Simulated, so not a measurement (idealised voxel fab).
process module | voxel wiring stack
cross-section cut | 160 nm wide | cells 5 nm
A cross-section is a grid of square cells, given in bands from the top down. A band is one or more rows of cells.
Each band's line starts with the height of the band's top and of its bottom, in nm. Then come its materials from left to right, each with its width in nm. One material with "throughout" fills the band from edge to edge. "air" is empty space.
Height 0 is the level under which the wafer as received is all one material. The lowest band goes on downwards, as in "0 down".
A width such as "30 to 40" changes by the same amount from each row of cells to the next, from the band's top row to its bottom row.
"no change" after a step means that no cell of the cross-section changed.
closed voids: empty space of 8 cells or more with no open way to the top, each as width x height at its distance from the left edge, in nm
after a step's settings: what the simulator itself notes on the step
overlay nm, on a step with a mask: how far to the right of its planned place the mask lay; to the left if negative
plan
1 op RECEIVE | material Si
2 op CONFORMAL_DEP | material SiO2 | thk nm 10
3 op DIRECTIONAL_DEP | material TiN | thk nm 5
4 op DIRECTIONAL_DEP | material Ru | thk nm 25
5 op MASKED_ETCH | tone cover | mask id METAL_1 | width nm 25 | pitch nm 50 | etch materials Ru | depth nm 25 | overlay nm 0
6 op MASKED_ETCH | tone cover | mask id METAL_1 | width nm 25 | pitch nm 50 | etch materials TiN | depth nm 5 | overlay nm 0
7 op CONFORMAL_DEP | material SiN | thk nm 5
8 op FILL_DEP | material lowk | thk nm 5
9 op CMP | height nm 40
10 op CONFORMAL_DEP | material SiCN | thk nm 5
11 op DIRECTIONAL_DEP | material SiO2 | thk nm 35
12 op DIRECTIONAL_DEP | material aC | thk nm 10
13 op PATTERN | tone open | mask id METAL_2_HOLES | material resist | width nm 15 | pitch nm 100 | thk nm 30 | overlay nm 0
14 op DIRECTIONAL_ETCH | etch materials aC | depth nm 10
15 op STRIP | etch materials resist
16 op DIRECTIONAL_ETCH | etch materials SiO2 | depth nm 35
17 op STRIP | etch materials aC
18 op PATTERN | tone open | mask id METAL_2 | material resist | width nm 25 | pitch nm 50 | thk nm 15 | overlay nm 0
19 op DIRECTIONAL_ETCH | etch materials SiO2 | depth nm 20
20 op DIRECTIONAL_ETCH | etch materials SiCN | depth nm 5
21 op STRIP | etch materials resist
22 op CONFORMAL_DEP | material TiN | thk nm 5
23 op FILL_DEP | material Cu | thk nm 10
24 op CMP | height nm 80
25 op CONFORMAL_DEP | material SiCN | thk nm 5
26 op DIRECTIONAL_DEP | material SiO2 | thk nm 30
27 op MASKED_ETCH | tone open | mask id METAL_3 | width nm 25 | pitch nm 50 | etch materials SiO2 | depth nm 15 | overlay nm 0
28 op DIRECTIONAL_DEP | material aC | thk nm 10
29 op PATTERN | tone open | mask id METAL_3_HOLES | material resist | width nm 15 | pitch nm 100 | thk nm 30 | overlay nm 0
30 op DIRECTIONAL_ETCH | etch materials aC | depth nm 10
31 op STRIP | etch materials resist
32 op DIRECTIONAL_ETCH | etch materials SiO2 | depth nm 15
33 op DIRECTIONAL_ETCH | etch materials SiCN | depth nm 5
34 op STRIP | etch materials aC
35 op CONFORMAL_DEP | material TiN | thk nm 5
36 op FILL_DEP | material Ru | thk nm 5
37 op CMP | height nm 115
38 op CONFORMAL_DEP | material SiCN | thk nm 5
39 op DIRECTIONAL_DEP | material lowk | thk nm 25
40 op DIRECTIONAL_DEP | material aC | thk nm 15
41 op PATTERN | tone open | mask id METAL_4_HOLES | material resist | width nm 15 | pitch nm 100 | thk nm 30 | overlay nm 0
42 op DIRECTIONAL_ETCH | etch materials aC | depth nm 15
43 op STRIP | etch materials resist
44 op DIRECTIONAL_ETCH | etch materials lowk | depth nm 25
45 op STRIP | etch materials aC
46 op DIRECTIONAL_DEP | material aC | thk nm 15
47 op PATTERN | tone open | mask id METAL_4 | material resist | width nm 25 | pitch nm 50 | thk nm 30 | overlay nm 0
48 op DIRECTIONAL_ETCH | etch materials aC | depth nm 15
49 op STRIP | etch materials resist
50 op DIRECTIONAL_ETCH | etch materials lowk | depth nm 15
51 op DIRECTIONAL_ETCH | etch materials SiCN | depth nm 5
52 op STRIP | etch materials aC
53 op CONFORMAL_DEP | material TiN | thk nm 5
54 op FILL_DEP | material Ru | thk nm 10
55 op CMP | height nm 145
56 op CONFORMAL_DEP | material SiN | thk nm 5
as received, after step 1
  0 down: Si throughout
  closed voids: none
first wafer at the end, as planned
  150 to 145: SiN throughout
  145 to 135: lowk 15 | TiN 5 | Ru 15 | TiN 5 | lowk 25 | TiN 5 | Ru 15 | TiN 5 | lowk 25 | TiN 5 | Ru 15 | TiN 5 | lowk 20
  135 to 130: lowk 15 | TiN 5 | Ru 5 | TiN 15 | lowk 25 | TiN 25 | lowk 25 | TiN 5 | Ru 5 | TiN 15 | lowk 20
  130 to 120: lowk 15 | TiN 5 | Ru 5 | TiN 5 | lowk 85 | TiN 5 | Ru 5 | TiN 5 | lowk 30
  120 to 115: SiCN 15 | TiN 15 | SiCN 85 | TiN 15 | SiCN 30
  115 to 105: SiO2 15 | TiN 5 | Ru 15 | TiN 5 | SiO2 25 | TiN 5 | Ru 15 | TiN 5 | SiO2 25 | TiN 5 | Ru 15 | TiN 5 | SiO2 20
  105 to 100: SiO2 15 | TiN 5 | Ru 5 | TiN 15 | SiO2 25 | TiN 25 | SiO2 25 | TiN 5 | Ru 5 | TiN 15 | SiO2 20
  100 to 85: SiO2 15 | TiN 5 | Ru 5 | TiN 5 | SiO2 85 | TiN 5 | Ru 5 | TiN 5 | SiO2 30
  85 to 80: SiCN 15 | TiN 15 | SiCN 85 | TiN 15 | SiCN 30
  80 to 65: SiO2 15 | TiN 5 | Cu 15 | TiN 5 | SiO2 25 | TiN 5 | Cu 15 | TiN 5 | SiO2 25 | TiN 5 | Cu 15 | TiN 5 | SiO2 20
  65 to 60: SiO2 15 | TiN 5 | Cu 5 | TiN 15 | SiO2 25 | TiN 25 | SiO2 25 | TiN 5 | Cu 5 | TiN 15 | SiO2 20
  60 to 45: SiO2 15 | TiN 5 | Cu 5 | TiN 5 | SiO2 85 | TiN 5 | Cu 5 | TiN 5 | SiO2 30
  45 to 40: SiCN 15 | TiN 15 | SiCN 85 | TiN 15 | SiCN 30
  40 to 15: lowk 10 | SiN 5 | Ru 25 | SiN 5 | lowk 15 | SiN 5 | Ru 25 | SiN 5 | lowk 15 | SiN 5 | Ru 25 | SiN 5 | lowk 15
  15 to 10: SiN 15 | TiN 25 | SiN 25 | TiN 25 | SiN 25 | TiN 25 | SiN 20
  10 to 0: SiO2 throughout
  0 down: Si throughout
  closed voids: none
second wafer at the end: like start, like plan, one mistake
  150 to 145: SiN throughout
  145 to 135: lowk 15 | TiN 5 | aC 15 | TiN 5 | lowk 25 | TiN 5 | aC 15 | TiN 5 | lowk 25 | TiN 5 | aC 15 | TiN 5 | lowk 20
  135 to 130: lowk 15 | TiN 5 | aC 5 | TiN 15 | lowk 25 | TiN 25 | lowk 25 | TiN 5 | aC 5 | TiN 15 | lowk 20
  130 to 120: lowk 15 | TiN 5 | aC 5 | TiN 5 | lowk 85 | TiN 5 | aC 5 | TiN 5 | lowk 30
  120 to 115: SiCN 15 | TiN 15 | SiCN 85 | TiN 15 | SiCN 30
  115 to 105: SiO2 15 | TiN 5 | Ru 15 | TiN 5 | SiO2 25 | TiN 5 | Ru 15 | TiN 5 | SiO2 25 | TiN 5 | Ru 15 | TiN 5 | SiO2 20
  105 to 100: SiO2 15 | TiN 5 | Ru 5 | TiN 15 | SiO2 25 | TiN 25 | SiO2 25 | TiN 5 | Ru 5 | TiN 15 | SiO2 20
  100 to 85: SiO2 15 | TiN 5 | Ru 5 | TiN 5 | SiO2 85 | TiN 5 | Ru 5 | TiN 5 | SiO2 30
  85 to 80: SiCN 15 | TiN 15 | SiCN 85 | TiN 15 | SiCN 30
  80 to 65: SiO2 15 | TiN 5 | Cu 15 | TiN 5 | SiO2 25 | TiN 5 | Cu 15 | TiN 5 | SiO2 25 | TiN 5 | Cu 15 | TiN 5 | SiO2 20
  65 to 60: SiO2 15 | TiN 5 | Cu 5 | TiN 15 | SiO2 25 | TiN 25 | SiO2 25 | TiN 5 | Cu 5 | TiN 15 | SiO2 20
  60 to 45: SiO2 15 | TiN 5 | Cu 5 | TiN 5 | SiO2 85 | TiN 5 | Cu 5 | TiN 5 | SiO2 30
  45 to 40: SiCN 15 | TiN 15 | SiCN 85 | TiN 15 | SiCN 30
  40 to 15: lowk 10 | SiN 5 | Ru 25 | SiN 5 | lowk 15 | SiN 5 | Ru 25 | SiN 5 | lowk 15 | SiN 5 | Ru 25 | SiN 5 | lowk 15
  15 to 10: SiN 15 | TiN 25 | SiN 25 | TiN 25 | SiN 25 | TiN 25 | SiN 20
  10 to 0: SiO2 throughout
  0 down: Si throughout
  closed voids: none
what went wrong: step 54 ran as: op FILL_DEP | material aC | thk nm 10
at the end the second wafer has, in cells: 24 fewer of Ru | 24 more of aC
